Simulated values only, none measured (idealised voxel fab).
Process module under the name voxel gate over fins
The cross-section shown here is cut; it is 175 nm wide and divided into square cells measuring 5 nm on a side.
Just so we're on the same page, the cross-sections are grids of square cells, and they're listed out in bands top to bottom, each band one or more rows deep. Band: top and bottom heights (nm) first, top before bottom; then materials from left to right, widths in nm. "all across" marks a sole material filling the band edge to edge. "empty" denotes empty space. Zero point of the height axis is 0; under it, received wafer = one material. Lowest band: continues down indefinitely, "0 nm and below". It should be noted that a width expressed as "30 to 40" varies in equal increments from row to row of cells within the band, taking the value of the first number at the top row and that of the second number at the bottom row. Key: "remains unaltered" - step with no changed cell in the cross-section. The label "Closed internal voids" introduces a list of the empty spaces, 8 cells or larger, that have no open way up to the top; each entry in it reads width x height at distance, where the distance is taken from the left edge and all three are stated in nm. What comes after the settings on a step's line is commentary from the simulator itself on that step. A step line may carry the setting "overlay nm", which, for steps involving a mask, states the distance by which the mask lay to the right of its intended position; negative values denote displacement to the left.

[Listed below are the process steps as planned]
step 1: RECEIVE, material Si
step 2: CONFORMAL_DEP, material SiN, thk nm 10
step 3: MASKED_ETCH, tone cover, mask id FINS, width nm 15, pitch nm 45, etch materials SiN, depth nm 10, overlay nm 0
step 4: MASKED_ETCH, tone cover, mask id FINS, width nm 15, pitch nm 45, etch materials Si, depth nm 30, overlay nm 0
step 5: OXIDIZE, depth nm 5
step 6: FILL_DEP, material SiO2, thk nm 5
step 7: CMP, height nm 10
step 8: SELECTIVE_ETCH, etch materials SiO2, depth nm 20
step 9: STRIP, etch materials SiN
step 10: CONFORMAL_DEP, material HfO2, thk nm 5
step 11: CONFORMAL_DEP, material TiN, thk nm 5
step 12: CONFORMAL_DEP, material TiAl, thk nm 5
step 13: CONFORMAL_DEP, material TiN, thk nm 5
step 14: FILL_DEP, material W, thk nm 10
step 15: CMP, height nm 25
step 16: CONFORMAL_DEP, material SiCN, thk nm 5

[Cross-section of the incoming wafer, state after step 1]
0 nm and below  Si all across
Closed internal voids: none

[Figure: cross-sectional view of the wafer upon completion of the module, processed from the initial state and according to the plan depicted above, with one error introduced during execution]
30 nm to 25 nm  SiCN all across
25 nm to 20 nm  W all across
20 nm to 15 nm  W: 20; TiN: 140; W: 15
15 nm to 10 nm  W: 20; TiN: 5; TiAl: 40; TiN: 5; TiAl: 40; TiN: 5; TiAl: 40; TiN: 5; W: 15
10 nm to 5 nm  TiN: 25; TiAl: 5; TiN: 30; TiAl: 5; TiN: 5; TiAl: 5; TiN: 30; TiAl: 5; TiN: 5; TiAl: 5; TiN: 30; TiAl: 5; TiN: 20
5 nm to 0 nm  TiAl: 30; TiN: 5; HfO2: 20; TiN: 5; TiAl: 15; TiN: 5; HfO2: 20; TiN: 5; TiAl: 15; TiN: 5; HfO2: 20; TiN: 5; TiAl: 25
0 nm to -5 nm  TiN: 35; HfO2: 5; Si: 10; HfO2: 5; TiN: 25; HfO2: 5; Si: 10; HfO2: 5; TiN: 25; HfO2: 5; Si: 10; HfO2: 5; TiN: 30
-5 nm to -10 nm  HfO2: 40; Si: 10; HfO2: 35; Si: 10; HfO2: 35; Si: 10; HfO2: 35
-10 nm to -35 nm  SiO2: 40; Si: 10; SiO2: 35; Si: 10; SiO2: 35; Si: 10; SiO2: 35
-35 nm and below  Si all across
Closed internal voids: none
What broke from the plan during processing? step 3 changed vs plan, executed as MASKED_ETCH, tone cover, mask id FINS, width nm 20, pitch nm 45, etch materials SiN, depth nm 10, overlay nm 0
